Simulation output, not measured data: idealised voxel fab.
Process module in this document: voxel self aligned vias
FYI the section here is cut, 285 nm wide, cells are 5 nm squares.
Cross-section spec: square-cell grid; bands listed top down; each band is one or more rows. Quick guide to a band line: top height, bottom height (nm) up front; then every material left to right with its width in nm. Only one material and it's marked "everywhere"? Then it fills the band edge to edge. And "air" just means empty space. The level at which height equals 0 is the one under which the wafer, as it arrives, is entirely one material. No lower edge exists for the bottom band, which continues downward and is notated as in "from 0 down". When a width is written as two numbers, as in "30..40", the first number is the width in the top row of cells of the band and the second is the width in its bottom row, and the width changes by the same amount from each row to the next. "remains unaltered", as given for a step, is the statement that not any cell of the cross-section underwent a change during that step. Any empty space of 8 cells or more lacking an open way to the top shows up in "Closed void listing" as width x height at distance, distance from the left edge, in nm. That trailing text on a step's line, after the settings, is the simulator's own remark on the step. Steps that use a mask can have "overlay nm" on their line. It says how far the mask sat to the right of where it was meant to be. Negative means to the left.

The steps planned for the process are as follows
1 RECEIVE (material Si)
2 CONFORMAL_DEP (material SiO2; thk nm 10)
3 CONFORMAL_DEP (material SiCN; thk nm 5)
4 DIRECTIONAL_DEP (material lowk; thk nm 25)
5 MASKED_ETCH (tone open; mask id LINES; width nm 20; pitch nm 45; etch materials lowk; depth nm 25; overlay nm 0)
6 CONFORMAL_DEP (material TiN; thk nm 5)
7 FILL_DEP (material W; thk nm 10)
8 CMP (height nm 40)
9 SELECTIVE_ETCH (etch materials W Ru TiN; depth nm 5)
10 FILL_DEP (material SiN; thk nm 5)
11 CMP (height nm 40)
12 DIRECTIONAL_DEP (material lowk; thk nm 20)
13 DIRECTIONAL_DEP (material aC; thk nm 10)
14 PATTERN (tone open; mask id VIAS; material resist; width nm 30; pitch nm 90; thk nm 30; overlay nm -15)
15 DIRECTIONAL_ETCH (etch materials aC; depth nm 10)
16 STRIP (etch materials resist)
17 DIRECTIONAL_ETCH (etch materials lowk; depth nm 20)
18 DIRECTIONAL_ETCH (etch materials SiN; depth nm 5)
19 STRIP (etch materials aC)
20 CONFORMAL_DEP (material TiN; thk nm 5)
21 FILL_DEP (material Ru; thk nm 5)
22 CMP (height nm 60)
23 CONFORMAL_DEP (material SiCN; thk nm 5)
The value of overlay nm given for step 14 in the plan refers to the first wafer; the wafers vary in this setting and are alike at the start.

Cross-section of the first of several wafers on receipt, reflecting completion of step 1
	from 0 down: Si everywhere
	Closed void listing: none

Heads up, this table goes wafer by wafer. A row tells you, at the end of the module, how many cells of each material that wafer has put on (+) or dropped (-) since it was received, and then its closed voids
overlay nm -15 | +24 Ru | +114 SiCN | +8 SiN | +114 SiO2 | +58 TiN | +18 W | +405 lowk | Closed void listing: none
overlay nm -10 | +26 Ru | +114 SiCN | +6 SiN | +114 SiO2 | +58 TiN | +18 W | +405 lowk | Closed void listing: none
overlay nm -5 | +28 Ru | +114 SiCN | +4 SiN | +114 SiO2 | +58 TiN | +18 W | +405 lowk | Closed void listing: none
overlay nm 0 | +28 Ru | +114 SiCN | +4 SiN | +114 SiO2 | +58 TiN | +18 W | +405 lowk | Closed void listing: none
overlay nm 5 | +28 Ru | +114 SiCN | +4 SiN | +114 SiO2 | +58 TiN | +18 W | +405 lowk | Closed void listing: none
overlay nm 10 | +26 Ru | +114 SiCN | +6 SiN | +114 SiO2 | +58 TiN | +18 W | +405 lowk | Closed void listing: none
overlay nm 15 | +24 Ru | +114 SiCN | +8 SiN | +114 SiO2 | +58 TiN | +18 W | +405 lowk | Closed void listing: none
